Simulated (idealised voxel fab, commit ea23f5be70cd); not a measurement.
process module | voxel capacitor over wiring
cross-section cut | 230 nm wide | cells 5 nm
A cross-section is a grid of square cells, given in bands from the top down. A band is one or more rows of cells.
Each band's line starts with the height of the band's top and of its bottom, in nm. Then come its materials from left to right, each with its width in nm. One material with "throughout" fills the band from edge to edge. "air" is empty space.
Height 0 is the level under which the wafer as received is all one material. The lowest band goes on downwards, as in "0 down".
A width such as "30 to 40" changes by the same amount from each row of cells to the next, from the band's top row to its bottom row.
"no change" after a step means that no cell of the cross-section changed.
closed voids: empty space of 8 cells or more with no open way to the top, each as width x height at its distance from the left edge, in nm
after a step's settings: what the simulator itself notes on the step
overlay nm, on a step with a mask: how far to the right of its planned place the mask lay; to the left if negative
plan
1 op RECEIVE | material Si
2 op CONFORMAL_DEP | material SiO2 | thk nm 15
3 op DIRECTIONAL_DEP | material TiN | thk nm 5
4 op DIRECTIONAL_DEP | material Ru | thk nm 15
5 op PATTERN | tone cover | mask id METAL_1 | material resist | width nm 25 | pitch nm 80 | thk nm 20 | overlay nm 0
6 op DIRECTIONAL_ETCH | etch materials Ru | depth nm 15
7 op DIRECTIONAL_ETCH | etch materials TiN | depth nm 5
8 op STRIP | etch materials resist
9 op FILL_DEP | material lowk | thk nm 10
10 op CMP | height nm 35
11 op CONFORMAL_DEP | material SiCN | thk nm 5
12 op DIRECTIONAL_DEP | material lowk | thk nm 20
13 op DIRECTIONAL_DEP | material aC | thk nm 10
14 op PATTERN | tone open | mask id PLUG_1 | material resist | width nm 15 | thk nm 30 | overlay nm 0
15 op DIRECTIONAL_ETCH | etch materials aC | depth nm 10
16 op STRIP | etch materials resist
17 op DIRECTIONAL_ETCH | etch materials lowk | depth nm 20
18 op DIRECTIONAL_ETCH | etch materials SiCN | depth nm 5
19 op STRIP | etch materials aC
20 op CONFORMAL_DEP | material TiN | thk nm 5
21 op FILL_DEP | material Ru | thk nm 5
22 op CMP | height nm 60
23 op DIRECTIONAL_DEP | material TiN | thk nm 10
24 op DIRECTIONAL_DEP | material Al2O3 | thk nm 5
25 op DIRECTIONAL_DEP | material TiN | thk nm 5
26 op MASKED_ETCH | tone cover | mask id UPPER_PLATE | width nm 60 | etch materials TiN | depth nm 5 | overlay nm 0
27 op MASKED_ETCH | tone cover | mask id UPPER_PLATE | width nm 60 | etch materials Al2O3 | depth nm 5 | overlay nm 0
28 op MASKED_ETCH | tone cover | mask id LOWER_PLATE | width nm 70 | etch materials TiN | depth nm 10 | overlay nm 0
29 op FILL_DEP | material SiO2 | thk nm 15
30 op CMP | height nm 90
31 op DIRECTIONAL_DEP | material aC | thk nm 10
32 op PATTERN | tone open | mask id PLUG_2 | material resist | width nm 15 | thk nm 25 | overlay nm 0
33 op DIRECTIONAL_ETCH | etch materials aC | depth nm 10
34 op STRIP | etch materials resist
35 op DIRECTIONAL_ETCH | etch materials SiO2 | depth nm 10
36 op STRIP | etch materials aC
37 op CONFORMAL_DEP | material TiN | thk nm 5
38 op FILL_DEP | material Ru | thk nm 5
39 op CMP | height nm 90
40 op CONFORMAL_DEP | material SiCN | thk nm 5
first wafer, as planned
as received, after step 1
  0 down: Si throughout
  closed voids: none
after step 2
  15 to 0: SiO2 throughout
  below 0: unchanged
after step 3
  20 to 15: TiN throughout
  below 15: unchanged
after step 4
  35 to 20: Ru throughout
  below 20: unchanged
after step 5
  55 to 35: air 60 | resist 25 | air 55 | resist 25 | air 65
  below 35: unchanged
after step 6
  55 to 35: air 60 | resist 25 | air 55 | resist 25 | air 65
  35 to 20: air 60 | Ru 25 | air 55 | Ru 25 | air 65
  below 20: unchanged
after step 7
  55 to 35: air 60 | resist 25 | air 55 | resist 25 | air 65
  35 to 20: air 60 | Ru 25 | air 55 | Ru 25 | air 65
  20 to 15: air 60 | TiN 25 | air 55 | TiN 25 | air 65
  below 15: unchanged
after step 8
  35 to 20: air 60 | Ru 25 | air 55 | Ru 25 | air 65
  below 20: unchanged
after step 9
  45 to 35: lowk throughout
  35 to 20: lowk 60 | Ru 25 | lowk 55 | Ru 25 | lowk 65
  20 to 15: lowk 60 | TiN 25 | lowk 55 | TiN 25 | lowk 65
  below 15: unchanged
after step 10
  35 to 20: lowk 60 | Ru 25 | lowk 55 | Ru 25 | lowk 65
  below 20: unchanged
after step 11
  40 to 35: SiCN throughout
  below 35: unchanged
after step 12
  60 to 40: lowk throughout
  below 40: unchanged
after step 13
  70 to 60: aC throughout
  below 60: unchanged
after step 14
  100 to 70: resist 70 | air 15 | resist 145
  below 70: unchanged
after step 15
  90 to 70: resist 70 | air 15 | resist 145
  70 to 60: aC 70 | air 15 | aC 145
  below 60: unchanged
after step 16
  70 to 60: aC 70 | air 15 | aC 145
  below 60: unchanged
after step 17
  70 to 60: aC 70 | air 15 | aC 145
  60 to 40: lowk 70 | air 15 | lowk 145
  below 40: unchanged
after step 18
  70 to 60: aC 70 | air 15 | aC 145
  60 to 40: lowk 70 | air 15 | lowk 145
  40 to 35: SiCN 70 | air 15 | SiCN 145
  below 35: unchanged
after step 19
  60 to 40: lowk 70 | air 15 | lowk 145
  below 40: unchanged
after step 20
  65 to 60: TiN 75 | air 5 | TiN 150
  60 to 40: lowk 70 | TiN 5 | air 5 | TiN 5 | lowk 145
  40 to 35: SiCN 70 | TiN 15 | SiCN 145
  below 35: unchanged
after step 21
  70 to 65: Ru throughout
  65 to 60: TiN 75 | Ru 5 | TiN 150
  60 to 40: lowk 70 | TiN 5 | Ru 5 | TiN 5 | lowk 145
  below 40: unchanged
after step 22
  60 to 40: lowk 70 | TiN 5 | Ru 5 | TiN 5 | lowk 145
  below 40: unchanged
after step 23
  70 to 60: TiN throughout
  below 60: unchanged
after step 24
  75 to 70: Al2O3 throughout
  below 70: unchanged
after step 25
  80 to 75: TiN throughout
  below 75: unchanged
after step 26
  80 to 75: air 70 | TiN 60 | air 100
  below 75: unchanged
after step 27
  80 to 75: air 70 | TiN 60 | air 100
  75 to 70: air 70 | Al2O3 60 | air 100
  below 70: unchanged
after step 28
  80 to 75: air 70 | TiN 60 | air 100
  75 to 70: air 70 | Al2O3 60 | air 100
  70 to 60: air 65 | TiN 70 | air 95
  below 60: unchanged
after step 29
  95 to 80: SiO2 throughout
  80 to 75: SiO2 70 | TiN 60 | SiO2 100
  75 to 70: SiO2 70 | Al2O3 60 | SiO2 100
  70 to 60: SiO2 65 | TiN 70 | SiO2 95
  below 60: unchanged
after step 30
  90 to 80: SiO2 throughout
  below 80: unchanged
after step 31
  100 to 90: aC throughout
  below 90: unchanged
after step 32
  125 to 100: resist 80 | air 15 | resist 135
  below 100: unchanged
after step 33
  115 to 100: resist 80 | air 15 | resist 135
  100 to 90: aC 80 | air 15 | aC 135
  below 90: unchanged
after step 34
  100 to 90: aC 80 | air 15 | aC 135
  below 90: unchanged
after step 35
  100 to 90: aC 80 | air 15 | aC 135
  90 to 80: SiO2 80 | air 15 | SiO2 135
  below 80: unchanged
after step 36
  90 to 80: SiO2 80 | air 15 | SiO2 135
  below 80: unchanged
after step 37
  95 to 90: TiN 85 | air 5 | TiN 140
  90 to 85: SiO2 80 | TiN 5 | air 5 | TiN 5 | SiO2 135
  85 to 75: SiO2 80 to 70 | TiN 15 to 60 | SiO2 135 to 100
  below 75: unchanged
after step 38
  100 to 95: Ru throughout
  95 to 90: TiN 85 | Ru 5 | TiN 140
  90 to 85: SiO2 80 | TiN 5 | Ru 5 | TiN 5 | SiO2 135
  below 85: unchanged
after step 39
  90 to 85: SiO2 80 | TiN 5 | Ru 5 | TiN 5 | SiO2 135
  below 85: unchanged
after step 40
  95 to 90: SiCN throughout
  below 90: unchanged
second wafer: like start, like plan, one mistake. Through step 25 it matches the first wafer
when step 26 should have ended
  80 to 75: air 75 | TiN 50 | air 105
  below 75: unchanged
when step 27 should have ended
  80 to 75: air 75 | TiN 50 | air 105
  75 to 70: air 70 | Al2O3 60 | air 100
  below 70: unchanged
when step 28 should have ended
  80 to 75: air 75 | TiN 50 | air 105
  75 to 70: air 70 | Al2O3 60 | air 100
  70 to 60: air 65 | TiN 70 | air 95
  below 60: unchanged
when step 29 should have ended
  95 to 80: SiO2 throughout
  80 to 75: SiO2 75 | TiN 50 | SiO2 105
  75 to 70: SiO2 70 | Al2O3 60 | SiO2 100
  70 to 60: SiO2 65 | TiN 70 | SiO2 95
  below 60: unchanged
when step 30 should have ended
  90 to 80: SiO2 throughout
  below 80: unchanged
when step 31 should have ended
  100 to 90: aC throughout
  below 90: unchanged
when step 32 should have ended
  125 to 100: resist 80 | air 15 | resist 135
  below 100: unchanged
when step 33 should have ended
  115 to 100: resist 80 | air 15 | resist 135
  100 to 90: aC 80 | air 15 | aC 135
  below 90: unchanged
when step 34 should have ended
  100 to 90: aC 80 | air 15 | aC 135
  below 90: unchanged
when step 35 should have ended
  100 to 90: aC 80 | air 15 | aC 135
  90 to 80: SiO2 80 | air 15 | SiO2 135
  below 80: unchanged
when step 36 should have ended
  90 to 80: SiO2 80 | air 15 | SiO2 135
  below 80: unchanged
when step 37 should have ended
  95 to 90: TiN 85 | air 5 | TiN 140
  90 to 85: SiO2 80 | TiN 5 | air 5 | TiN 5 | SiO2 135
  85 to 75: SiO2 80 to 75 | TiN 15 to 50 | SiO2 135 to 105
  below 75: unchanged
when step 38 should have ended
  100 to 95: Ru throughout
  95 to 90: TiN 85 | Ru 5 | TiN 140
  90 to 85: SiO2 80 | TiN 5 | Ru 5 | TiN 5 | SiO2 135
  below 85: unchanged
when step 39 should have ended
  90 to 85: SiO2 80 | TiN 5 | Ru 5 | TiN 5 | SiO2 135
  below 85: unchanged
when step 40 should have ended
  95 to 90: SiCN throughout
  below 90: unchanged
what went wrong: step 26 ran as: op MASKED_ETCH | tone cover | mask id UPPER_PLATE | width nm 50 | etch materials TiN | depth nm 5 | overlay nm 0
at the end the second wafer has, in cells: 2 more of SiO2 | 2 fewer of TiN
